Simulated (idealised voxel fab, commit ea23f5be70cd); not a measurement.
Presented below is a process module, voxel local oxidation.
Section shown: cut. Width: 175 nm. Cell size: 5 nm, square.
Think of the cross-section as a grid of square cells. We describe it in bands, top to bottom, and each band covers one or more rows of those cells.
This entry defines a band. It first specifies the height of the band's top and the height of its bottom in nm, and then specifies the band's materials from left to right, stating each material with its width in nm. The word "everywhere" identifies a single material that fills the band from edge to edge, while the word "empty" identifies empty space.
Heights are reckoned from 0. Under this level, the received wafer is all of one material. The bottommost band is open-ended downward, for example "0..down".
The expression "30 to 40" gives the width at the extremes of the band, the first number at its top row of cells and the second at its bottom row, with the width changing by equal amounts from each row to the next in between.
It should be understood that the words "no alteration", when stated for a given step, signify that the cross-section underwent no change in any of its cells during that step.
Each empty space that has no open way to the top and spans at least 8 cells appears under "Closed cavities" as width x height at distance, the distance counted from the left edge, all in nm.
The remark found on a step's line after its settings is issued by the simulator itself and pertains to that step.
overlay nm: right-of-plan distance of the mask on a masked step; negative values mean left-of-plan.

# Steps planned for the process
| 1 | op RECEIVE | material Si |
| 2 | op CONFORMAL_DEP | material SiO2 | thk nm 5 |
| 3 | op CONFORMAL_DEP | material SiN | thk nm 15 |
| 4 | op MASKED_ETCH | tone cover | mask id ACTIVE | width nm 90 | etch materials SiN | depth nm 15 | overlay nm 0 |
| 5 | op SELECTIVE_ETCH | etch materials SiO2 | depth nm 5 |
| 6 | op OXIDIZE | depth nm 5 |
| 7 | op STRIP | etch materials SiN |
Split variable: depth nm, step 6. Plan value = first wafer. Wafers start alike.

# First of several wafers (as received, post step 1), cross-sectional view
    0..down = Si everywhere
    Closed cavities: none

# Note: the following table is arranged by wafer, a row apiece. Each row reports the end-of-module state: per material, cells gained (+) or cells lost (-) compared with the wafer as received; closed voids follow
depth nm 5; -21 Si; +37 SiO2; Closed cavities: none
depth nm 10; -46 Si; +62 SiO2; Closed cavities: none
depth nm 15; -75 Si; +91 SiO2; Closed cavities: none
depth nm 20; -108 Si; +124 SiO2; Closed cavities: none
depth nm 25; -145 Si; +161 SiO2; Closed cavities: none
depth nm 30; -186 Si; +202 SiO2; Closed cavities: none
